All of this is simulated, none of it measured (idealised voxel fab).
Process module, titled voxel transistor to metal
150 nm wide, 5 nm square cells: that's cross-section cut.
Bands, listed from the top down, are how a cross-section gets written in this document; the cross-section itself is a grid of square cells, and a band is one or more rows of them. Each band's line starts with the height of the band's top and of its bottom, in nm. Then come its materials from left to right, each with its width in nm. One material with "edge to edge" fills the band from edge to edge. "blank" is empty space. Heads up on the height convention: 0 is the point under which the incoming wafer is all one material, and the lowest band has no bottom, it just keeps going down, like "z 0 and below". Width: "30..40" (first number = top row, second number = bottom row, same change from row to row of cells). "no modification" after a step means that no cell of the cross-section changed. Enclosed voids (no open way to top), threshold 8 cells or more, entry "Enclosed internal cavities", notation width x height at distance, distance from left edge, nm. Formally, on a step line, whatever follows the settings is a remark that the simulator itself makes on the step. The line of a step may include "overlay nm". On a step with a mask, this value is how far to the right of its planned place the mask lay. A negative value means the mask lay to the left.
[plan]
step 1: RECEIVE, material Si
step 2: OXIDIZE, depth nm 5
step 3: CONFORMAL_DEP, material SiN, thk nm 15
step 4: DIRECTIONAL_DEP, material aC, thk nm 15
step 5: PATTERN, tone cover, mask id ACTIVE, material resist, width nm 110, thk nm 30, overlay nm 0
step 6: DIRECTIONAL_ETCH, etch materials aC, depth nm 15
step 7: STRIP, etch materials resist
step 8: DIRECTIONAL_ETCH, etch materials SiN, depth nm 15
step 9: DIRECTIONAL_ETCH, etch materials SiO2, depth nm 5
step 10: DIRECTIONAL_ETCH, etch materials Si, depth nm 20
step 11: STRIP, etch materials aC
step 12: OXIDIZE, depth nm 5
step 13: FILL_DEP, material SiO2, thk nm 10
step 14: CMP, height nm 15
step 15: SELECTIVE_ETCH, etch materials SiO2, depth nm 5
step 16: STRIP, etch materials SiN
step 17: SELECTIVE_ETCH, etch materials SiO2, depth nm 5
step 18: OXIDIZE, depth nm 5
step 19: DIRECTIONAL_DEP, material polySi, thk nm 20
step 20: DIRECTIONAL_DEP, material SiCN, thk nm 10
step 21: DIRECTIONAL_DEP, material aC, thk nm 15
step 22: PATTERN, tone cover, mask id GATE, material resist, width nm 30, thk nm 35, overlay nm 0
step 23: DIRECTIONAL_ETCH, etch materials aC, depth nm 15
step 24: STRIP, etch materials resist
step 25: DIRECTIONAL_ETCH, etch materials SiCN, depth nm 20
step 26: DIRECTIONAL_ETCH, etch materials polySi, depth nm 30
step 27: STRIP, etch materials aC
step 28: CONFORMAL_DEP, material SiO2, thk nm 5
step 29: DIRECTIONAL_ETCH, etch materials SiO2, depth nm 5
step 30: CONFORMAL_DEP, material SiN, thk nm 5
step 31: DIRECTIONAL_ETCH, etch materials SiN, depth nm 5
step 32: DIRECTIONAL_ETCH, etch materials SiO2, depth nm 5
step 33: DIRECTIONAL_ETCH, etch materials Si, depth nm 15
step 34: EPI, material SiGe, thk nm 15
step 35: FILL_DEP, material SiO2, thk nm 5
step 36: CMP, height nm 15
step 37: STRIP, etch materials polySi
step 38: SELECTIVE_ETCH, etch materials SiO2, depth nm 5
step 39: CONFORMAL_DEP, material HfO2, thk nm 5
step 40: CONFORMAL_DEP, material TiN, thk nm 5
step 41: FILL_DEP, material W, thk nm 5
step 42: CMP, height nm 10
step 43: DIRECTIONAL_DEP, material SiO2, thk nm 15
step 44: PATTERN, tone open, mask id CONTACT, material resist, width nm 15, pitch nm 85, thk nm 20, overlay nm 0
step 45: DIRECTIONAL_ETCH, etch materials SiO2, depth nm 35
step 46: STRIP, etch materials resist
step 47: CONFORMAL_DEP, material TiN, thk nm 5
step 48: FILL_DEP, material W, thk nm 10
step 49: CMP, height nm 25
step 50: CONFORMAL_DEP, material SiN, thk nm 5
step 51: DIRECTIONAL_DEP, material SiO2, thk nm 25
step 52: PATTERN, tone open, mask id METAL_1, material resist, width nm 15, pitch nm 85, thk nm 15, overlay nm 0
step 53: DIRECTIONAL_ETCH, etch materials SiO2, depth nm 25
step 54: DIRECTIONAL_ETCH, etch materials SiN, depth nm 5
step 55: STRIP, etch materials resist
step 56: CONFORMAL_DEP, material TiN, thk nm 5
step 57: FILL_DEP, material Cu, thk nm 10
step 58: CMP, height nm 55
step 59: EPI, material Ru, thk nm 5
step 60: FILL_DEP, material SiCN, thk nm 5
step 61: DIRECTIONAL_DEP, material lowk, thk nm 35
step 62: DIRECTIONAL_DEP, material aC, thk nm 10
step 63: PATTERN, tone open, mask id METAL_2, material resist, width nm 15, pitch nm 85, thk nm 25, overlay nm 0
step 64: DIRECTIONAL_ETCH, etch materials aC, depth nm 10
step 65: STRIP, etch materials resist
step 66: DIRECTIONAL_ETCH, etch materials lowk, depth nm 20
step 67: STRIP, etch materials aC
step 68: DIRECTIONAL_DEP, material aC, thk nm 15
step 69: PATTERN, tone open, mask id METAL_2_HOLES, material resist, width nm 15, pitch nm 85, thk nm 35, overlay nm 0
step 70: DIRECTIONAL_ETCH, etch materials aC, depth nm 15
step 71: STRIP, etch materials resist
step 72: DIRECTIONAL_ETCH, etch materials lowk, depth nm 15
step 73: DIRECTIONAL_ETCH, etch materials SiCN, depth nm 5
step 74: STRIP, etch materials aC
step 75: CONFORMAL_DEP, material TiN, thk nm 5
step 76: FILL_DEP, material Cu, thk nm 5
step 77: CMP, height nm 100
step 78: CONFORMAL_DEP, material SiCN, thk nm 5
Same starting wafers, different depth nm at step 2. Plan value belongs to the first wafer.
[This is how the first of several wafers looked in cross-section when it arrived, which is after step 1]
z 0 and below: Si edge to edge
Enclosed internal cavities: none
[Last step of the module is step 78; after it, the first of several wafers in cross-section]
z 105 to 100: SiCN edge to edge
z 100 to 65: lowk (25)  TiN (5)  Cu (5)  TiN (5)  lowk (70)  TiN (5)  Cu (5)  TiN (5)  lowk (25)
z 65 to 60: SiCN (25)  TiN (15)  SiCN (70)  TiN (15)  SiCN (25)
z 60 to 55: SiCN (20)  Ru (25)  SiCN (60)  Ru (25)  SiCN (20)
z 55 to 30: SiO2 (25)  TiN (5)  Cu (5)  TiN (5)  SiO2 (70)  TiN (5)  Cu (5)  TiN (5)  SiO2 (25)
z 30 to 25: SiN (25)  TiN (15)  SiN (70)  TiN (15)  SiN (25)
z 25 to 10: SiO2 (25)  TiN (5)  W (5)  TiN (5)  SiO2 (70)  TiN (5)  W (5)  TiN (5)  SiO2 (25)
z 10 to 5: SiO2 (25)  TiN (15)  SiO2 (10)  SiN (5)  HfO2 (5)  TiN (5)  W (20)  TiN (5)  HfO2 (5)  SiN (5)  SiO2 (10)  TiN (15)  SiO2 (25)
z 5 to 0: SiO2 (20)  SiN (5)  TiN (10)  SiGe (15)  SiN (5)  HfO2 (5)  TiN (5)  W (20)  TiN (5)  HfO2 (5)  SiN (5)  SiGe (15)  TiN (10)  SiN (5)  SiO2 (20)
z 0 to -5: SiO2 (20)  SiN (5)  TiN (10)  SiGe (15)  SiN (5)  HfO2 (5)  TiN (30)  HfO2 (5)  SiN (5)  SiGe (15)  TiN (10)  SiN (5)  SiO2 (20)
z -5 to -10: SiO2 (25)  TiN (10)  SiGe (15)  SiO2 (5)  HfO2 (40)  SiO2 (5)  SiGe (15)  TiN (10)  SiO2 (25)
z -10 to -25: SiO2 (25)  SiGe (25)  Si (50)  SiGe (25)  SiO2 (25)
z -25 to -30: SiO2 (25)  Si (100)  SiO2 (25)
z -30 and below: Si edge to edge
Enclosed internal cavities: none
[A cross-section through the last wafer at the close of the module]
z 105 to 100: SiCN edge to edge
z 100 to 65: lowk (25)  TiN (5)  Cu (5)  TiN (5)  lowk (70)  TiN (5)  Cu (5)  TiN (5)  lowk (25)
z 65 to 60: SiCN (25)  TiN (15)  SiCN (70)  TiN (15)  SiCN (25)
z 60 to 55: SiCN (20)  Ru (25)  SiCN (60)  Ru (25)  SiCN (20)
z 55 to 30: SiO2 (25)  TiN (5)  Cu (5)  TiN (5)  SiO2 (70)  TiN (5)  Cu (5)  TiN (5)  SiO2 (25)
z 30 to 25: SiN (25)  TiN (15)  SiN (70)  TiN (15)  SiN (25)
z 25 to 10: SiO2 (25)  TiN (5)  W (5)  TiN (5)  SiO2 (70)  TiN (5)  W (5)  TiN (5)  SiO2 (25)
z 10 to 5: SiO2 (25)  TiN (5)  W (5)  TiN (5)  SiO2 (10)  SiN (5)  HfO2 (5)  TiN (5)  W (20)  TiN (5)  HfO2 (5)  SiN (5)  SiO2 (10)  TiN (5)  W (5)  TiN (5)  SiO2 (25)
z 5 to 0: SiO2 (20)  SiN (5)  TiN (5)  W (5)  TiN (5)  SiO2 (10)  SiN (5)  HfO2 (5)  TiN (5)  W (20)  TiN (5)  HfO2 (5)  SiN (5)  SiO2 (10)  TiN (5)  W (5)  TiN (5)  SiN (5)  SiO2 (20)
z 0 to -5: SiO2 (20)  SiN (5)  TiN (5)  W (5)  TiN (5)  SiO2 (10)  SiN (5)  HfO2 (5)  TiN (30)  HfO2 (5)  SiN (5)  SiO2 (10)  TiN (5)  W (5)  TiN (5)  SiN (5)  SiO2 (20)
z -5 to -10: SiO2 (25)  TiN (15)  SiO2 (15)  HfO2 (40)  SiO2 (15)  TiN (15)  SiO2 (25)
z -10 to -20: SiO2 edge to edge
z -20 and below: Si edge to edge
Enclosed internal cavities: none
[For your reference, the table is organized with a row per wafer; each row reflects the wafer at the end of the module, indicating for each material the cells gained (+) or lost (-) since receipt, and thereafter its closed voids]
depth nm 5 | +24 Cu | +14 HfO2 | +10 Ru | -130 Si | +74 SiCN | +48 SiGe | +34 SiN | +274 SiO2 | +100 TiN | +14 W | +168 lowk | Enclosed internal cavities: none
depth nm 10 | +24 Cu | +14 HfO2 | +10 Ru | -90 Si | +74 SiCN | +60 SiGe | +34 SiN | +234 SiO2 | +88 TiN | +14 W | +168 lowk | Enclosed internal cavities: none
depth nm 15 | +24 Cu | +14 HfO2 | +10 Ru | -90 Si | +74 SiCN | +34 SiN | +276 SiO2 | +100 TiN | +20 W | +168 lowk | Enclosed internal cavities: none
depth nm 20 | +24 Cu | +14 HfO2 | +10 Ru | -120 Si | +74 SiCN | +34 SiN | +306 SiO2 | +100 TiN | +20 W | +168 lowk | Enclosed internal cavities: none
